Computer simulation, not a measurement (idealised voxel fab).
The process module that follows is named voxel self aligned vias.
For reference, the cross-section in this document is cut, with width 295 nm and square cells of 5 nm.
The cross-sections in this document take the form of a grid made of square cells. They are written out as bands, in order from top to bottom. Each band consists of one or more rows of cells.
For a band, the entry starts with two heights in nm, that of the top and then that of the bottom, and carries on with the band's materials in order from left to right, each alongside its width in nm; the word "edge to edge" beside a single material means it fills the band edge to edge, and "air" means empty space.
Basically, 0 is our baseline, since under it the wafer straight out of the box is all one material. The bottom band has no lower end and keeps on going down, so it looks like "0..down".
Width "30..40": first value at the band's top row of cells, second value at its bottom row, equal change from row to row.
It should be understood that the words "remained unchanged", when stated for a given step, signify that the cross-section underwent no change in any of its cells during that step.
The entry titled "Enclosed empty spaces" provides the empty spaces that have no open way to the top, restricted to those of 8 cells or more. Each is presented as width x height at distance, the distance being measured from the left edge, with all three in nm.
Note: text after step settings on the step line = simulator remark on that step.
The "overlay nm" setting may appear on a step's line; for a step that uses a mask, it gives how far to the right of its planned position the mask lay, and a negative value indicates the left.
### List of planned process steps
1,RECEIVE,material Si
2,CONFORMAL_DEP,material SiO2,thk nm 10
3,CONFORMAL_DEP,material SiCN,thk nm 5
4,DIRECTIONAL_DEP,material SiO2,thk nm 25
5,DIRECTIONAL_DEP,material aC,thk nm 15
6,PATTERN,tone open,mask id LINES,material resist,width nm 20,pitch nm 55,thk nm 30,overlay nm 0
7,DIRECTIONAL_ETCH,etch materials aC,depth nm 15
8,STRIP,etch materials resist
9,DIRECTIONAL_ETCH,etch materials SiO2,depth nm 25
10,STRIP,etch materials aC
11,CONFORMAL_DEP,material TiN,thk nm 5
12,FILL_DEP,material W,thk nm 10
13,CMP,height nm 40
14,SELECTIVE_ETCH,etch materials W Ru TiN,depth nm 5
15,FILL_DEP,material SiN,thk nm 5
16,CMP,height nm 40
17,DIRECTIONAL_DEP,material SiO2,thk nm 20
18,MASKED_ETCH,tone open,mask id VIAS,width nm 30,pitch nm 55,etch materials SiO2,depth nm 20,overlay nm 0
19,MASKED_ETCH,tone open,mask id VIAS,width nm 30,pitch nm 55,etch materials SiN,depth nm 5,overlay nm 0
20,CONFORMAL_DEP,material TiN,thk nm 5
21,FILL_DEP,material Ru,thk nm 10
22,CMP,height nm 60
23,CONFORMAL_DEP,material SiN,thk nm 5
### Received-state cross-section, reflecting completion of step 1
  0..down | Si edge to edge
  Enclosed empty spaces: none
### End-of-module cross-section. Starting structure and process plan as above; one mistake made in running it
  65..60 | SiN edge to edge
  60..45 | SiO2: 80; TiN: 5; Ru: 15; TiN: 5; SiO2: 30; TiN: 5; Ru: 15; TiN: 5; SiO2: 30; TiN: 5; Ru: 15; TiN: 5; SiO2: 80
  45..40 | SiO2: 80; TiN: 5; Ru: 10; TiN: 10; SiO2: 30; TiN: 5; Ru: 10; TiN: 10; SiO2: 30; TiN: 5; Ru: 10; TiN: 10; SiO2: 80
  40..35 | SiO2: 80; TiN: 20; SiO2: 35; TiN: 20; SiO2: 35; TiN: 20; SiO2: 85
  35..20 | SiO2: 80; TiN: 5; W: 10; TiN: 5; SiO2: 35; TiN: 5; W: 10; TiN: 5; SiO2: 35; TiN: 5; W: 10; TiN: 5; SiO2: 85
  20..15 | SiO2: 80; TiN: 20; SiO2: 35; TiN: 20; SiO2: 35; TiN: 20; SiO2: 85
  15..10 | SiCN edge to edge
  10..0 | SiO2 edge to edge
  0..down | Si edge to edge
  Enclosed empty spaces: none
Deviation noted in wafer processing: step 18 ran with different settings than intended, the actual operation and settings being MASKED_ETCH,tone open,mask id VIAS,width nm 25,pitch nm 55,etch materials SiO2,depth nm 20,overlay nm 0
